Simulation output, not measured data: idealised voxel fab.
Process module under the name voxel transistor to metal
Cross-section cut: width 280 nm, square cells of 5 nm.
For the purposes of this document, a cross-section shall be understood as a grid of square cells, specified as bands listed in top-to-bottom order, each band consisting of one or more rows of cells. A band entry consists of two parts. The first gives the height of the band's top and the height of its bottom, in nm. The rest lists the band's materials from left to right, each with its width in nm. A single material labelled with the word "everywhere" fills the band from edge to edge, and the word "blank" marks empty space. Heights are measured from 0, the level below which the as-received wafer is all one material; the lowest band has no bottom and continues downward, written as in "0..down". The width entry "30..40" should be interpreted row by row: the top row of cells in the band takes the first number, the bottom row takes the second number, and the change between adjacent rows is uniform throughout. What does "no alteration" mean for a step? It means no cell of the cross-section changed in that step. Basically, "Fully enclosed voids" tells you about the enclosed voids: empty spaces with no open way to the top, 8 cells or bigger, each written width x height at distance, where distance is from the left edge, all in nm. Where a step's line continues beyond its settings, the continuation is a remark by the simulator itself on that step. If you see "overlay nm" on a step's line and that step has a mask, it's telling you how far right of where it was planned the mask ended up; a negative number means it went left instead.

**Planned step list for the process**
1. RECEIVE,material Si
2. OXIDIZE,depth nm 5
3. CONFORMAL_DEP,material SiN,thk nm 10
4. MASKED_ETCH,tone cover,mask id ACTIVE,width nm 110,pitch nm 135,etch materials SiN,depth nm 10,overlay nm 0
5. MASKED_ETCH,tone cover,mask id ACTIVE,width nm 110,pitch nm 135,etch materials SiO2,depth nm 5,overlay nm 0
6. MASKED_ETCH,tone cover,mask id ACTIVE,width nm 110,pitch nm 135,etch materials Si,depth nm 35,overlay nm 0
7. FILL_DEP,material SiO2,thk nm 10
8. CMP,height nm 10
9. SELECTIVE_ETCH,etch materials SiO2,depth nm 10
10. STRIP,etch materials SiN
11. SELECTIVE_ETCH,etch materials SiO2,depth nm 5
12. OXIDIZE,depth nm 5
13. DIRECTIONAL_DEP,material polySi,thk nm 20
14. DIRECTIONAL_DEP,material SiCN,thk nm 10
15. PATTERN,tone cover,mask id GATE,material resist,width nm 30,pitch nm 135,thk nm 15,overlay nm 0
16. DIRECTIONAL_ETCH,etch materials SiCN,depth nm 20
17. DIRECTIONAL_ETCH,etch materials polySi,depth nm 30
18. STRIP,etch materials resist
19. CONFORMAL_DEP,material SiN,thk nm 5
20. DIRECTIONAL_ETCH,etch materials SiN,depth nm 5
21. DIRECTIONAL_ETCH,etch materials SiO2,depth nm 5
22. DIRECTIONAL_ETCH,etch materials Si,depth nm 15
23. EPI,material SiGe,thk nm 15
24. FILL_DEP,material SiO2,thk nm 10
25. CMP,height nm 15
26. STRIP,etch materials polySi
27. SELECTIVE_ETCH,etch materials SiO2,depth nm 5
28. CONFORMAL_DEP,material HfO2,thk nm 5
29. CONFORMAL_DEP,material TiN,thk nm 5
30. FILL_DEP,material W,thk nm 5
31. CMP,height nm 10
32. DIRECTIONAL_DEP,material SiO2,thk nm 10
33. MASKED_ETCH,tone open,mask id CONTACT,width nm 20,etch materials SiO2,depth nm 30,overlay nm 0
34. CONFORMAL_DEP,material TiN,thk nm 5
35. FILL_DEP,material W,thk nm 5
36. CMP,height nm 20
37. DIRECTIONAL_DEP,material TiN,thk nm 5
38. DIRECTIONAL_DEP,material W,thk nm 20
39. PATTERN,tone cover,mask id METAL_1,material resist,width nm 20,thk nm 20,overlay nm 0
40. DIRECTIONAL_ETCH,etch materials W,depth nm 20
41. DIRECTIONAL_ETCH,etch materials TiN,depth nm 5
42. STRIP,etch materials resist
43. CONFORMAL_DEP,material SiCN,thk nm 5
44. FILL_DEP,material SiO2,thk nm 5
45. CMP,height nm 45
46. CONFORMAL_DEP,material SiN,thk nm 5

**On the first of the two wafers: run conducted according to plan**

**Cross-section of the wafer upon arrival, representing the state reached after step 1**
  0..down: Si everywhere
  Fully enclosed voids: none

**Step 2 done - wafer cross-section**
  0..-5: SiO2 everywhere
  Note: structure below -5 unchanged.

**Step 3 done - wafer cross-section**
  10..0: SiN everywhere
  Note: structure below 0 unchanged.

**Step 4 done - wafer cross-section**
  10..0: blank 15, then SiN 110, then blank 25, then SiN 110, then blank 20
  Note: structure below 0 unchanged.

**Step 5 done - wafer cross-section**
  10..0: blank 15, then SiN 110, then blank 25, then SiN 110, then blank 20
  0..-5: blank 15, then SiO2 110, then blank 25, then SiO2 110, then blank 20
  Note: structure below -5 unchanged.

**Step 6 done - wafer cross-section**
  10..0: blank 15, then SiN 110, then blank 25, then SiN 110, then blank 20
  0..-5: blank 15, then SiO2 110, then blank 25, then SiO2 110, then blank 20
  -5..-40: blank 15, then Si 110, then blank 25, then Si 110, then blank 20
  Note: structure below -40 unchanged.

**Step 7 done - wafer cross-section**
  20..10: SiO2 everywhere
  10..0: SiO2 15, then SiN 110, then SiO2 25, then SiN 110, then SiO2 20
  0..-5: SiO2 everywhere
  -5..-40: SiO2 15, then Si 110, then SiO2 25, then Si 110, then SiO2 20
  Note: structure below -40 unchanged.

**Step 8 done - wafer cross-section**
  10..0: SiO2 15, then SiN 110, then SiO2 25, then SiN 110, then SiO2 20
  Note: structure below 0 unchanged.

**Step 9 done - wafer cross-section**
  10..0: blank 15, then SiN 110, then blank 25, then SiN 110, then blank 20
  Note: structure below 0 unchanged.

**Step 10 done - wafer cross-section**
  0..-5: SiO2 everywhere
  Note: structure below -5 unchanged.

**Step 11 done - wafer cross-section**
  -5..-40: SiO2 15, then Si 110, then SiO2 25, then Si 110, then SiO2 20
  Note: structure below -40 unchanged.

**Step 12 done - wafer cross-section**
  -5..-10: SiO2 everywhere
  Note: structure below -10 unchanged.

**Step 13 done - wafer cross-section**
  15..-5: polySi everywhere
  Note: structure below -5 unchanged.

**Step 14 done - wafer cross-section**
  25..15: SiCN everywhere
  Note: structure below 15 unchanged.

**Step 15 done - wafer cross-section**
  40..25: blank 55, then resist 30, then blank 105, then resist 30, then blank 60
  Note: structure below 25 unchanged.

**Step 16 done - wafer cross-section**
  40..25: blank 55, then resist 30, then blank 105, then resist 30, then blank 60
  25..15: blank 55, then SiCN 30, then blank 105, then SiCN 30, then blank 60
  Note: structure below 15 unchanged.

**Step 17 done - wafer cross-section**
  40..25: blank 55, then resist 30, then blank 105, then resist 30, then blank 60
  25..15: blank 55, then SiCN 30, then blank 105, then SiCN 30, then blank 60
  15..-5: blank 55, then polySi 30, then blank 105, then polySi 30, then blank 60
  Note: structure below -5 unchanged.

**Step 18 done - wafer cross-section**
  25..15: blank 55, then SiCN 30, then blank 105, then SiCN 30, then blank 60
  Note: structure below 15 unchanged.

**Step 19 done - wafer cross-section**
  30..25: blank 50, then SiN 40, then blank 95, then SiN 40, then blank 55
  25..15: blank 50, then SiN 5, then SiCN 30, then SiN 5, then blank 95, then SiN 5, then SiCN 30, then SiN 5, then blank 55
  15..0: blank 50, then SiN 5, then polySi 30, then SiN 5, then blank 95, then SiN 5, then polySi 30, then SiN 5, then blank 55
  0..-5: SiN 55, then polySi 30, then SiN 105, then polySi 30, then SiN 60
  Note: structure below -5 unchanged.

**Step 20 done - wafer cross-section**
  25..15: blank 50, then SiN 5, then SiCN 30, then SiN 5, then blank 95, then SiN 5, then SiCN 30, then SiN 5, then blank 55
  15..-5: blank 50, then SiN 5, then polySi 30, then SiN 5, then blank 95, then SiN 5, then polySi 30, then SiN 5, then blank 55
  Note: structure below -5 unchanged.

**Step 21 done - wafer cross-section**
  25..15: blank 50, then SiN 5, then SiCN 30, then SiN 5, then blank 95, then SiN 5, then SiCN 30, then SiN 5, then blank 55
  15..-5: blank 50, then SiN 5, then polySi 30, then SiN 5, then blank 95, then SiN 5, then polySi 30, then SiN 5, then blank 55
  -5..-10: blank 50, then SiO2 40, then blank 95, then SiO2 40, then blank 55
  Note: structure below -10 unchanged.

**Step 22 done - wafer cross-section**
  25..15: blank 50, then SiN 5, then SiCN 30, then SiN 5, then blank 95, then SiN 5, then SiCN 30, then SiN 5, then blank 55
  15..-5: blank 50, then SiN 5, then polySi 30, then SiN 5, then blank 95, then SiN 5, then polySi 30, then SiN 5, then blank 55
  -5..-10: blank 50, then SiO2 40, then blank 95, then SiO2 40, then blank 55
  -10..-25: SiO2 15, then blank 35, then Si 40, then blank 35, then SiO2 25, then blank 35, then Si 40, then blank 35, then SiO2 20
  Note: structure below -25 unchanged.

**Step 23 done - wafer cross-section**
  25..15: blank 50, then SiN 5, then SiCN 30, then SiN 5, then blank 95, then SiN 5, then SiCN 30, then SiN 5, then blank 55
  15..5: blank 50, then SiN 5, then polySi 30, then SiN 5, then blank 95, then SiN 5, then polySi 30, then SiN 5, then blank 55
  5..-5: blank 35, then SiGe 15, then SiN 5, then polySi 30, then SiN 5, then SiGe 15, then blank 65, then SiGe 15, then SiN 5, then polySi 30, then SiN 5, then SiGe 15, then blank 40
  -5..-10: blank 35, then SiGe 15, then SiO2 40, then SiGe 15, then blank 65, then SiGe 15, then SiO2 40, then SiGe 15, then blank 40
  -10..-25: SiO2 15, then SiGe 35, then Si 40, then SiGe 35, then SiO2 25, then SiGe 35, then Si 40, then SiGe 35, then SiO2 20
  Note: structure below -25 unchanged.

**Step 24 done - wafer cross-section**
  35..25: SiO2 everywhere
  25..15: SiO2 50, then SiN 5, then SiCN 30, then SiN 5, then SiO2 95, then SiN 5, then SiCN 30, then SiN 5, then SiO2 55
  15..5: SiO2 50, then SiN 5, then polySi 30, then SiN 5, then SiO2 95, then SiN 5, then polySi 30, then SiN 5, then SiO2 55
  5..-5: SiO2 35, then SiGe 15, then SiN 5, then polySi 30, then SiN 5, then SiGe 15, then SiO2 65, then SiGe 15, then SiN 5, then polySi 30, then SiN 5, then SiGe 15, then SiO2 40
  -5..-10: SiO2 35, then SiGe 15, then SiO2 40, then SiGe 15, then SiO2 65, then SiGe 15, then SiO2 40, then SiGe 15, then SiO2 40
  Note: structure below -10 unchanged.

**Step 25 done - wafer cross-section**
  15..5: SiO2 50, then SiN 5, then polySi 30, then SiN 5, then SiO2 95, then SiN 5, then polySi 30, then SiN 5, then SiO2 55
  Note: structure below 5 unchanged.

**Step 26 done - wafer cross-section**
  15..5: SiO2 50, then SiN 5, then blank 30, then SiN 5, then SiO2 95, then SiN 5, then blank 30, then SiN 5, then SiO2 55
  5..-5: SiO2 35, then SiGe 15, then SiN 5, then blank 30, then SiN 5, then SiGe 15, then SiO2 65, then SiGe 15, then SiN 5, then blank 30, then SiN 5, then SiGe 15, then SiO2 40
  Note: structure below -5 unchanged.

**Step 27 done - wafer cross-section**
  15..10: blank 50, then SiN 5, then blank 30, then SiN 5, then blank 95, then SiN 5, then blank 30, then SiN 5, then blank 55
  10..5: SiO2 50, then SiN 5, then blank 30, then SiN 5, then SiO2 95, then SiN 5, then blank 30, then SiN 5, then SiO2 55
  5..-5: SiO2 35, then SiGe 15, then SiN 5, then blank 30, then SiN 5, then SiGe 15, then SiO2 65, then SiGe 15, then SiN 5, then blank 30, then SiN 5, then SiGe 15, then SiO2 40
  -5..-10: SiO2 35, then SiGe 15, then blank 40, then SiGe 15, then SiO2 65, then SiGe 15, then blank 40, then SiGe 15, then SiO2 40
  Note: structure below -10 unchanged.

**Step 28 done - wafer cross-section**
  20..15: blank 45, then HfO2 15, then blank 20, then HfO2 15, then blank 85, then HfO2 15, then blank 20, then HfO2 15, then blank 50
  15..10: HfO2 50, then SiN 5, then HfO2 5, then blank 20, then HfO2 5, then SiN 5, then HfO2 95, then SiN 5, then HfO2 5, then blank 20, then HfO2 5, then SiN 5, then HfO2 55
  10..5: SiO2 50, then SiN 5, then HfO2 5, then blank 20, then HfO2 5, then SiN 5, then SiO2 95, then SiN 5, then HfO2 5, then blank 20, then HfO2 5, then SiN 5, then SiO2 55
  5..-5: SiO2 35, then SiGe 15, then SiN 5, then HfO2 5, then blank 20, then HfO2 5, then SiN 5, then SiGe 15, then SiO2 65, then SiGe 15, then SiN 5, then HfO2 5, then blank 20, then HfO2 5, then SiN 5, then SiGe 15, then SiO2 40
  -5..-10: SiO2 35, then SiGe 15, then HfO2 40, then SiGe 15, then SiO2 65, then SiGe 15, then HfO2 40, then SiGe 15, then SiO2 40
  Note: structure below -10 unchanged.

**Step 29 done - wafer cross-section**
  25..20: blank 40, then TiN 25, then blank 10, then TiN 25, then blank 75, then TiN 25, then blank 10, then TiN 25, then blank 45
  20..15: TiN 45, then HfO2 15, then TiN 5, then blank 10, then TiN 5, then HfO2 15, then TiN 85, then HfO2 15, then TiN 5, then blank 10, then TiN 5, then HfO2 15, then TiN 50
  15..10: HfO2 50, then SiN 5, then HfO2 5, then TiN 5, then blank 10, then TiN 5, then HfO2 5, then SiN 5, then HfO2 95, then SiN 5, then HfO2 5, then TiN 5, then blank 10, then TiN 5, then HfO2 5, then SiN 5, then HfO2 55
  10..5: SiO2 50, then SiN 5, then HfO2 5, then TiN 5, then blank 10, then TiN 5, then HfO2 5, then SiN 5, then SiO2 95, then SiN 5, then HfO2 5, then TiN 5, then blank 10, then TiN 5, then HfO2 5, then SiN 5, then SiO2 55
  5..0: SiO2 35, then SiGe 15, then SiN 5, then HfO2 5, then TiN 5, then blank 10, then TiN 5, then HfO2 5, then SiN 5, then SiGe 15, then SiO2 65, then SiGe 15, then SiN 5, then HfO2 5, then TiN 5, then blank 10, then TiN 5, then HfO2 5, then SiN 5, then SiGe 15, then SiO2 40
  0..-5: SiO2 35, then SiGe 15, then SiN 5, then HfO2 5, then TiN 20, then HfO2 5, then SiN 5, then SiGe 15, then SiO2 65, then SiGe 15, then SiN 5, then HfO2 5, then TiN 20, then HfO2 5, then SiN 5, then SiGe 15, then SiO2 40
  Note: structure below -5 unchanged.

**Step 30 done - wafer cross-section**
  30..25: W everywhere
  25..20: W 40, then TiN 25, then W 10, then TiN 25, then W 75, then TiN 25, then W 10, then TiN 25, then W 45
  20..15: TiN 45, then HfO2 15, then TiN 5, then W 10, then TiN 5, then HfO2 15, then TiN 85, then HfO2 15, then TiN 5, then W 10, then TiN 5, then HfO2 15, then TiN 50
  15..10: HfO2 50, then SiN 5, then HfO2 5, then TiN 5, then W 10, then TiN 5, then HfO2 5, then SiN 5, then HfO2 95, then SiN 5, then HfO2 5, then TiN 5, then W 10, then TiN 5, then HfO2 5, then SiN 5, then HfO2 55
  10..5: SiO2 50, then SiN 5, then HfO2 5, then TiN 5, then W 10, then TiN 5, then HfO2 5, then SiN 5, then SiO2 95, then SiN 5, then HfO2 5, then TiN 5, then W 10, then TiN 5, then HfO2 5, then SiN 5, then SiO2 55
  5..0: SiO2 35, then SiGe 15, then SiN 5, then HfO2 5, then TiN 5, then W 10, then TiN 5, then HfO2 5, then SiN 5, then SiGe 15, then SiO2 65, then SiGe 15, then SiN 5, then HfO2 5, then TiN 5, then W 10, then TiN 5, then HfO2 5, then SiN 5, then SiGe 15, then SiO2 40
  Note: structure below 0 unchanged.

**Step 31 done - wafer cross-section**
  10..5: SiO2 50, then SiN 5, then HfO2 5, then TiN 5, then W 10, then TiN 5, then HfO2 5, then SiN 5, then SiO2 95, then SiN 5, then HfO2 5, then TiN 5, then W 10, then TiN 5, then HfO2 5, then SiN 5, then SiO2 55
  Note: structure below 5 unchanged.

**Step 32 done - wafer cross-section**
  20..10: SiO2 everywhere
  Note: structure below 10 unchanged.

**Step 33 done - wafer cross-section**
  20..10: SiO2 20, then blank 20, then SiO2 60, then blank 20, then SiO2 35, then blank 20, then SiO2 60, then blank 20, then SiO2 25
  10..5: SiO2 20, then blank 20, then SiO2 10, then SiN 5, then HfO2 5, then TiN 5, then W 10, then TiN 5, then HfO2 5, then SiN 5, then SiO2 10, then blank 20, then SiO2 35, then blank 20, then SiO2 10, then SiN 5, then HfO2 5, then TiN 5, then W 10, then TiN 5, then HfO2 5, then SiN 5, then SiO2 10, then blank 20, then SiO2 25
  5..0: SiO2 20, then blank 15, then SiGe 15, then SiN 5, then HfO2 5, then TiN 5, then W 10, then TiN 5, then HfO2 5, then SiN 5, then SiGe 15, then blank 15, then SiO2 35, then blank 15, then SiGe 15, then SiN 5, then HfO2 5, then TiN 5, then W 10, then TiN 5, then HfO2 5, then SiN 5, then SiGe 15, then blank 15, then SiO2 25
  0..-5: SiO2 20, then blank 15, then SiGe 15, then SiN 5, then HfO2 5, then TiN 20, then HfO2 5, then SiN 5, then SiGe 15, then blank 15, then SiO2 35, then blank 15, then SiGe 15, then SiN 5, then HfO2 5, then TiN 20, then HfO2 5, then SiN 5, then SiGe 15, then blank 15, then SiO2 25
  -5..-10: SiO2 20, then blank 15, then SiGe 15, then HfO2 40, then SiGe 15, then blank 15, then SiO2 35, then blank 15, then SiGe 15, then HfO2 40, then SiGe 15, then blank 15, then SiO2 25
  Note: structure below -10 unchanged.

**Step 34 done - wafer cross-section**
  25..20: TiN 25, then blank 10, then TiN 70, then blank 10, then TiN 45, then blank 10, then TiN 70, then blank 10, then TiN 30
  20..10: SiO2 20, then TiN 5, then blank 10, then TiN 5, then SiO2 60, then TiN 5, then blank 10, then TiN 5, then SiO2 35, then TiN 5, then blank 10, then TiN 5, then SiO2 60, then TiN 5, then blank 10, then TiN 5, then SiO2 25
  10..5: SiO2 20, then TiN 5, then blank 5, then TiN 10, then SiO2 10, then SiN 5, then HfO2 5, then TiN 5, then W 10, then TiN 5, then HfO2 5, then SiN 5, then SiO2 10, then TiN 10, then blank 5, then TiN 5, then SiO2 35, then TiN 5, then blank 5, then TiN 10, then SiO2 10, then SiN 5, then HfO2 5, then TiN 5, then W 10, then TiN 5, then HfO2 5, then SiN 5, then SiO2 10, then TiN 10, then blank 5, then TiN 5, then SiO2 25
  5..0: SiO2 20, then TiN 5, then blank 5, then TiN 5, then SiGe 15, then SiN 5, then HfO2 5, then TiN 5, then W 10, then TiN 5, then HfO2 5, then SiN 5, then SiGe 15, then TiN 5, then blank 5, then TiN 5, then SiO2 35, then TiN 5, then blank 5, then TiN 5, then SiGe 15, then SiN 5, then HfO2 5, then TiN 5, then W 10, then TiN 5, then HfO2 5, then SiN 5, then SiGe 15, then TiN 5, then blank 5, then TiN 5, then SiO2 25
  0..-5: SiO2 20, then TiN 5, then blank 5, then TiN 5, then SiGe 15, then SiN 5, then HfO2 5, then TiN 20, then HfO2 5, then SiN 5, then SiGe 15, then TiN 5, then blank 5, then TiN 5, then SiO2 35, then TiN 5, then blank 5, then TiN 5, then SiGe 15, then SiN 5, then HfO2 5, then TiN 20, then HfO2 5, then SiN 5, then SiGe 15, then TiN 5, then blank 5, then TiN 5, then SiO2 25
  -5..-10: SiO2 20, then TiN 15, then SiGe 15, then HfO2 40, then SiGe 15, then TiN 15, then SiO2 35, then TiN 15, then SiGe 15, then HfO2 40, then SiGe 15, then TiN 15, then SiO2 25
  Note: structure below -10 unchanged.

**Step 35 done - wafer cross-section**
  30..25: W everywhere
  25..20: TiN 25, then W 10, then TiN 70, then W 10, then TiN 45, then W 10, then TiN 70, then W 10, then TiN 30
  20..10: SiO2 20, then TiN 5, then W 10, then TiN 5, then SiO2 60, then TiN 5, then W 10, then TiN 5, then SiO2 35, then TiN 5, then W 10, then TiN 5, then SiO2 60, then TiN 5, then W 10, then TiN 5, then SiO2 25
  10..5: SiO2 20, then TiN 5, then W 5, then TiN 10, then SiO2 10, then SiN 5, then HfO2 5, then TiN 5, then W 10, then TiN 5, then HfO2 5, then SiN 5, then SiO2 10, then TiN 10, then W 5, then TiN 5, then SiO2 35, then TiN 5, then W 5, then TiN 10, then SiO2 10, then SiN 5, then HfO2 5, then TiN 5, then W 10, then TiN 5, then HfO2 5, then SiN 5, then SiO2 10, then TiN 10, then W 5, then TiN 5, then SiO2 25
  5..0: SiO2 20, then TiN 5, then W 5, then TiN 5, then SiGe 15, then SiN 5, then HfO2 5, then TiN 5, then W 10, then TiN 5, then HfO2 5, then SiN 5, then SiGe 15, then TiN 5, then W 5, then TiN 5, then SiO2 35, then TiN 5, then W 5, then TiN 5, then SiGe 15, then SiN 5, then HfO2 5, then TiN 5, then W 10, then TiN 5, then HfO2 5, then SiN 5, then SiGe 15, then TiN 5, then W 5, then TiN 5, then SiO2 25
  0..-5: SiO2 20, then TiN 5, then W 5, then TiN 5, then SiGe 15, then SiN 5, then HfO2 5, then TiN 20, then HfO2 5, then SiN 5, then SiGe 15, then TiN 5, then W 5, then TiN 5, then SiO2 35, then TiN 5, then W 5, then TiN 5, then SiGe 15, then SiN 5, then HfO2 5, then TiN 20, then HfO2 5, then SiN 5, then SiGe 15, then TiN 5, then W 5, then TiN 5, then SiO2 25
  Note: structure below -5 unchanged.

**Step 36 done - wafer cross-section**
  20..10: SiO2 20, then TiN 5, then W 10, then TiN 5, then SiO2 60, then TiN 5, then W 10, then TiN 5, then SiO2 35, then TiN 5, then W 10, then TiN 5, then SiO2 60, then TiN 5, then W 10, then TiN 5, then SiO2 25
  Note: structure below 10 unchanged.

**Step 37 done - wafer cross-section**
  25..20: TiN everywhere
  Note: structure below 20 unchanged.

**Step 38 done - wafer cross-section**
  45..25: W everywhere
  Note: structure below 25 unchanged.

**Step 39 done - wafer cross-section**
  65..45: blank 20, then resist 20, then blank 60, then resist 20, then blank 35, then resist 20, then blank 60, then resist 20, then blank 25
  Note: structure below 45 unchanged.

**Step 40 done - wafer cross-section**
  65..45: blank 20, then resist 20, then blank 60, then resist 20, then blank 35, then resist 20, then blank 60, then resist 20, then blank 25
  45..25: blank 20, then W 20, then blank 60, then W 20, then blank 35, then W 20, then blank 60, then W 20, then blank 25
  Note: structure below 25 unchanged.

**Step 41 done - wafer cross-section**
  65..45: blank 20, then resist 20, then blank 60, then resist 20, then blank 35, then resist 20, then blank 60, then resist 20, then blank 25
  45..25: blank 20, then W 20, then blank 60, then W 20, then blank 35, then W 20, then blank 60, then W 20, then blank 25
  25..20: blank 20, then TiN 20, then blank 60, then TiN 20, then blank 35, then TiN 20, then blank 60, then TiN 20, then blank 25
  Note: structure below 20 unchanged.

**Step 42 done - wafer cross-section**
  45..25: blank 20, then W 20, then blank 60, then W 20, then blank 35, then W 20, then blank 60, then W 20, then blank 25
  Note: structure below 25 unchanged.

**Step 43 done - wafer cross-section**
  50..45: blank 15, then SiCN 30, then blank 50, then SiCN 30, then blank 25, then SiCN 30, then blank 50, then SiCN 30, then blank 20
  45..25: blank 15, then SiCN 5, then W 20, then SiCN 5, then blank 50, then SiCN 5, then W 20, then SiCN 5, then blank 25, then SiCN 5, then W 20, then SiCN 5, then blank 50, then SiCN 5, then W 20, then SiCN 5, then blank 20
  25..20: SiCN 20, then TiN 20, then SiCN 60, then TiN 20, then SiCN 35, then TiN 20, then SiCN 60, then TiN 20, then SiCN 25
  Note: structure below 20 unchanged.

**Step 44 done - wafer cross-section**
  55..50: SiO2 everywhere
  50..45: SiO2 15, then SiCN 30, then SiO2 50, then SiCN 30, then SiO2 25, then SiCN 30, then SiO2 50, then SiCN 30, then SiO2 20
  45..25: SiO2 15, then SiCN 5, then W 20, then SiCN 5, then SiO2 50, then SiCN 5, then W 20, then SiCN 5, then SiO2 25, then SiCN 5, then W 20, then SiCN 5, then SiO2 50, then SiCN 5, then W 20, then SiCN 5, then SiO2 20
  Note: structure below 25 unchanged.

**Step 45 done - wafer cross-section**
  45..25: SiO2 15, then SiCN 5, then W 20, then SiCN 5, then SiO2 50, then SiCN 5, then W 20, then SiCN 5, then SiO2 25, then SiCN 5, then W 20, then SiCN 5, then SiO2 50, then SiCN 5, then W 20, then SiCN 5, then SiO2 20
  Note: structure below 25 unchanged.

**Step 46 done - wafer cross-section**
  50..45: SiN everywhere
  Note: structure below 45 unchanged.

**Wafer two: like wafer one in start and plan, but with one mistake in execution; identical up to and including step 38**

**Second wafer, section view, time point: scheduled end of step 39**
  65..45: blank 15, then resist 20, then blank 60, then resist 20, then blank 35, then resist 20, then blank 60, then resist 20, then blank 30
  Note: structure below 45 unchanged.

**Second wafer, section view, time point: scheduled end of step 40**
  65..45: blank 15, then resist 20, then blank 60, then resist 20, then blank 35, then resist 20, then blank 60, then resist 20, then blank 30
  45..25: blank 15, then W 20, then blank 60, then W 20, then blank 35, then W 20, then blank 60, then W 20, then blank 30
  Note: structure below 25 unchanged.

**Second wafer, section view, time point: scheduled end of step 41**
  65..45: blank 15, then resist 20, then blank 60, then resist 20, then blank 35, then resist 20, then blank 60, then resist 20, then blank 30
  45..25: blank 15, then W 20, then blank 60, then W 20, then blank 35, then W 20, then blank 60, then W 20, then blank 30
  25..20: blank 15, then TiN 20, then blank 60, then TiN 20, then blank 35, then TiN 20, then blank 60, then TiN 20, then blank 30
  Note: structure below 20 unchanged.

**Second wafer, section view, time point: scheduled end of step 42**
  45..25: blank 15, then W 20, then blank 60, then W 20, then blank 35, then W 20, then blank 60, then W 20, then blank 30
  Note: structure below 25 unchanged.

**Second wafer, section view, time point: scheduled end of step 43**
  50..45: blank 10, then SiCN 30, then blank 50, then SiCN 30, then blank 25, then SiCN 30, then blank 50, then SiCN 30, then blank 25
  45..25: blank 10, then SiCN 5, then W 20, then SiCN 5, then blank 50, then SiCN 5, then W 20, then SiCN 5, then blank 25, then SiCN 5, then W 20, then SiCN 5, then blank 50, then SiCN 5, then W 20, then SiCN 5, then blank 25
  25..20: SiCN 15, then TiN 20, then SiCN 60, then TiN 20, then SiCN 35, then TiN 20, then SiCN 60, then TiN 20, then SiCN 30
  Note: structure below 20 unchanged.

**Second wafer, section view, time point: scheduled end of step 44**
  55..50: SiO2 everywhere
  50..45: SiO2 10, then SiCN 30, then SiO2 50, then SiCN 30, then SiO2 25, then SiCN 30, then SiO2 50, then SiCN 30, then SiO2 25
  45..25: SiO2 10, then SiCN 5, then W 20, then SiCN 5, then SiO2 50, then SiCN 5, then W 20, then SiCN 5, then SiO2 25, then SiCN 5, then W 20, then SiCN 5, then SiO2 50, then SiCN 5, then W 20, then SiCN 5, then SiO2 25
  Note: structure below 25 unchanged.

**Second wafer, section view, time point: scheduled end of step 45**
  45..25: SiO2 10, then SiCN 5, then W 20, then SiCN 5, then SiO2 50, then SiCN 5, then W 20, then SiCN 5, then SiO2 25, then SiCN 5, then W 20, then SiCN 5, then SiO2 50, then SiCN 5, then W 20, then SiCN 5, then SiO2 25
  Note: structure below 25 unchanged.

**Second wafer, section view, time point: scheduled end of step 46**
  50..45: SiN everywhere
  Note: structure below 45 unchanged.
The plan and the run diverged here: step 39 ran differently from the plan; actual operation with settings: PATTERN,tone cover,mask id METAL_1,material resist,width nm 20,thk nm 20,overlay nm -5
Same inventory, different map: at the end, the second wafer holds as many cells of each material as the first, placed elsewhere.
